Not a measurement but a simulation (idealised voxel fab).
Process module, titled voxel gate over fins
Each square cell in cross-section cut measures 5 nm, and the section as a whole is 160 nm wide.
Reading order for cross-sections: top band down to bottom band. Underlying form: a grid of square cells. Band size: one or more rows of cells.
Band: top and bottom heights (nm) first, top before bottom; then materials from left to right, widths in nm. "throughout" marks a sole material filling the band edge to edge. "blank" denotes empty space.
The level at which height equals 0 is the one under which the wafer, as it arrives, is entirely one material. No lower edge exists for the bottom band, which continues downward and is notated as in "top 0, no bottom".
When a width is written as two numbers, as in "30->40", the first number is the width in the top row of cells of the band and the second is the width in its bottom row, and the width changes by the same amount from each row to the next.
It should be understood that the words "everything unchanged", when stated for a given step, signify that the cross-section underwent no change in any of its cells during that step.
"Encapsulated voids" contains a list of empty spaces, each no smaller than 8 cells and without an open way to the top, written in the form width x height at distance with the distance from the left edge and all three in nm.
On a step's line, text after the settings is the simulator commenting on that step.
The line of a step may include "overlay nm". On a step with a mask, this value is how far to the right of its planned place the mask lay. A negative value means the mask lay to the left.
# Process steps foreseen in the plan
1) RECEIVE: material Si
2) CONFORMAL_DEP: material SiN, thk nm 5
3) MASKED_ETCH: tone cover, mask id FINS, width nm 15, pitch nm 55, etch materials SiN, depth nm 5, overlay nm 0
4) MASKED_ETCH: tone cover, mask id FINS, width nm 15, pitch nm 55, etch materials Si, depth nm 35, overlay nm 0
5) OXIDIZE: depth nm 5
6) FILL_DEP: material SiO2, thk nm 5
7) CMP: height nm 5
8) PATTERN: tone open, mask id RAIL, material resist, width nm 15, thk nm 15, overlay nm 0
9) DIRECTIONAL_ETCH: etch materials SiO2, depth nm 35
10) STRIP: etch materials resist
11) CONFORMAL_DEP: material TiN, thk nm 5
12) FILL_DEP: material W, thk nm 10
13) CMP: height nm 5
14) SELECTIVE_ETCH: etch materials W Ru TiN, depth nm 25
15) FILL_DEP: material SiO2, thk nm 5
16) CMP: height nm 5
17) SELECTIVE_ETCH: etch materials SiO2, depth nm 20
18) STRIP: etch materials SiN
19) CONFORMAL_DEP: material HfO2, thk nm 5
20) CONFORMAL_DEP: material TiN, thk nm 5
21) CONFORMAL_DEP: material TiAl, thk nm 5
22) CONFORMAL_DEP: material TiN, thk nm 5
23) FILL_DEP: material W, thk nm 15
24) CMP: height nm 30
25) CONFORMAL_DEP: material SiN, thk nm 10
# This is the cross-section of the wafer as we received it, i.e. after step 1
top 0, no bottom  Si throughout
Encapsulated voids: none
# Final wafer profile in cross-section after the module, from the same start and plan as above, with one mistake made during processing
top 40, bottom 30  SiN throughout
top 30, bottom 20  W throughout
top 20, bottom 15  45 nm TiN, then 10 nm W, then 45 nm TiN, then 10 nm W, then 45 nm TiN, then 5 nm W
top 15, bottom 10  5 nm TiN, then 35 nm TiAl, then 5 nm TiN, then 10 nm W, then 5 nm TiN, then 35 nm TiAl, then 5 nm TiN, then 10 nm W, then 5 nm TiN, then 35 nm TiAl, then 5 nm TiN, then 5 nm W
top 10, bottom 5  5 nm TiN, then 5 nm TiAl, then 25 nm TiN, then 5 nm TiAl, then 5 nm TiN, then 10 nm W, then 5 nm TiN, then 5 nm TiAl, then 25 nm TiN, then 5 nm TiAl, then 5 nm TiN, then 10 nm W, then 5 nm TiN, then 5 nm TiAl, then 25 nm TiN, then 5 nm TiAl, then 5 nm TiN, then 5 nm W
top 5, bottom 0  5 nm TiN, then 5 nm TiAl, then 5 nm TiN, then 15 nm HfO2, then 5 nm TiN, then 5 nm TiAl, then 20 nm TiN, then 5 nm TiAl, then 5 nm TiN, then 15 nm HfO2, then 5 nm TiN, then 5 nm TiAl, then 20 nm TiN, then 5 nm TiAl, then 5 nm TiN, then 15 nm HfO2, then 5 nm TiN, then 5 nm TiAl, then 10 nm TiN
top 0, bottom -5  10 nm TiAl, then 5 nm TiN, then 5 nm HfO2, then 5 nm Si, then 5 nm HfO2, then 5 nm TiN, then 30 nm TiAl, then 5 nm TiN, then 5 nm HfO2, then 5 nm Si, then 5 nm HfO2, then 5 nm TiN, then 30 nm TiAl, then 5 nm TiN, then 5 nm HfO2, then 5 nm Si, then 5 nm HfO2, then 5 nm TiN, then 15 nm TiAl
top -5, bottom -10  15 nm TiN, then 5 nm HfO2, then 5 nm Si, then 5 nm HfO2, then 40 nm TiN, then 5 nm HfO2, then 5 nm Si, then 5 nm HfO2, then 40 nm TiN, then 5 nm HfO2, then 5 nm Si, then 5 nm HfO2, then 20 nm TiN
top -10, bottom -15  20 nm HfO2, then 5 nm Si, then 50 nm HfO2, then 5 nm Si, then 50 nm HfO2, then 5 nm Si, then 25 nm HfO2
top -15, bottom -20  20 nm SiO2, then 5 nm Si, then 50 nm SiO2, then 5 nm Si, then 50 nm SiO2, then 5 nm Si, then 25 nm SiO2
top -20, bottom -25  10 nm W, then 5 nm TiN, then 5 nm SiO2, then 5 nm Si, then 5 nm SiO2, then 10 nm TiN, then 15 nm SiO2, then 5 nm TiN, then 5 nm W, then 5 nm TiN, then 5 nm SiO2, then 5 nm Si, then 5 nm SiO2, then 5 nm TiN, then 30 nm W, then 5 nm TiN, then 5 nm SiO2, then 5 nm Si, then 5 nm SiO2, then 5 nm TiN, then 15 nm W
top -25, bottom -30  15 nm TiN, then 5 nm SiO2, then 5 nm Si, then 5 nm SiO2, then 10 nm TiN, then 15 nm SiO2, then 15 nm TiN, then 5 nm SiO2, then 5 nm Si, then 5 nm SiO2, then 40 nm TiN, then 5 nm SiO2, then 5 nm Si, then 5 nm SiO2, then 20 nm TiN
top -30, bottom -40  20 nm SiO2, then 5 nm Si, then 50 nm SiO2, then 5 nm Si, then 50 nm SiO2, then 5 nm Si, then 25 nm SiO2
top -40, no bottom  Si throughout
Encapsulated voids: none
What went wrong in running the wafer? in deviation from the planned setting, step 8 was conducted as PATTERN: tone cover, mask id RAIL, material resist, width nm 15, thk nm 15, overlay nm 0
